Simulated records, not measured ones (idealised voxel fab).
Module name: voxel spacer lines (process module)
In the cross-section labelled cut, the width is 200 nm and each square cell is 5 nm.
We lay out every cross-section as a grid of square cells and spell it out in bands from the top down, where one band means one or more rows of cells. Per band: top height and bottom height in nm, followed by the left-to-right materials and their widths in nm; "full width" marks a single material spanning edge to edge, "empty" marks empty space. Convention: height 0 is the level below which the wafer, as received, is all one material. The lowest band does not terminate at the bottom but continues downward, represented as "0 -> down". Quick explanation for "30 to 40": the width changes in equal steps down the rows of cells, from the first number in the band's top row to the second number in its bottom row. Where the words "remains unaltered" appear for a step, the cross-section shows no cell changed by that step; every cell remained as before. Sealed internal cavities: empty space of 8 cells or more with no open way to the top, each as width x height at its distance from the left edge, in nm. Where a step's line continues beyond its settings, the continuation is a remark by the simulator itself on that step. overlay nm: for a step with a mask, the amount by which the mask lay right of where it was planned; a negative amount means left of it.

-- List of planned process steps
1. RECEIVE (material Si)
2. CONFORMAL_DEP (material Al2O3; thk nm 5)
3. DIRECTIONAL_DEP (material TiN; thk nm 20)
4. DIRECTIONAL_DEP (material polySi; thk nm 20)
5. PATTERN (tone cover; mask id MANDREL; material resist; width nm 15; pitch nm 70; thk nm 25; overlay nm 0)
6. DIRECTIONAL_ETCH (etch materials polySi; depth nm 20)
7. STRIP (etch materials resist)
8. CONFORMAL_DEP (material SiO2; thk nm 15)
9. DIRECTIONAL_ETCH (etch materials SiO2; depth nm 15)
10. STRIP (etch materials polySi)
11. DIRECTIONAL_ETCH (etch materials TiN; depth nm 20)
12. STRIP (etch materials SiO2)
Across this set of wafers, the varied parameter is the width nm of step 5. Starting conditions are identical for every wafer, and the plan reports the value assigned to the first wafer.

-- First of several wafers (as received, post step 1), cross-sectional view
- 0 -> down: Si full width
- Sealed internal cavities: none

-- The figure below presents a cross-section of the first of several wafers at the conclusion of the module, following its last step, step 12
- 25 -> 5: empty=45, TiN=15, empty=15, TiN=15, empty=25, TiN=15, empty=15, TiN=15, empty=40
- 5 -> 0: Al2O3 full width
- 0 -> down: Si full width
- Sealed internal cavities: none

-- Final wafer of several, shown in cross-section at the end of the module
- 25 -> 5: empty=35, TiN=15, empty=35, TiN=15, empty=5, TiN=15, empty=35, TiN=15, empty=30
- 5 -> 0: Al2O3 full width
- 0 -> down: Si full width
- Sealed internal cavities: none

-- The rows of the table below are wafers. Looking at the end of the module, a row counts, for every material, the cells the wafer has gained, shown as (+), or lost, shown as (-), since it was received; its closed voids come next
width nm 15 | +40 Al2O3 | +48 TiN | Sealed internal cavities: none
width nm 20 | +40 Al2O3 | +48 TiN | Sealed internal cavities: none
width nm 25 | +40 Al2O3 | +48 TiN | Sealed internal cavities: none
width nm 30 | +40 Al2O3 | +48 TiN | Sealed internal cavities: none
width nm 35 | +40 Al2O3 | +48 TiN | Sealed internal cavities: none
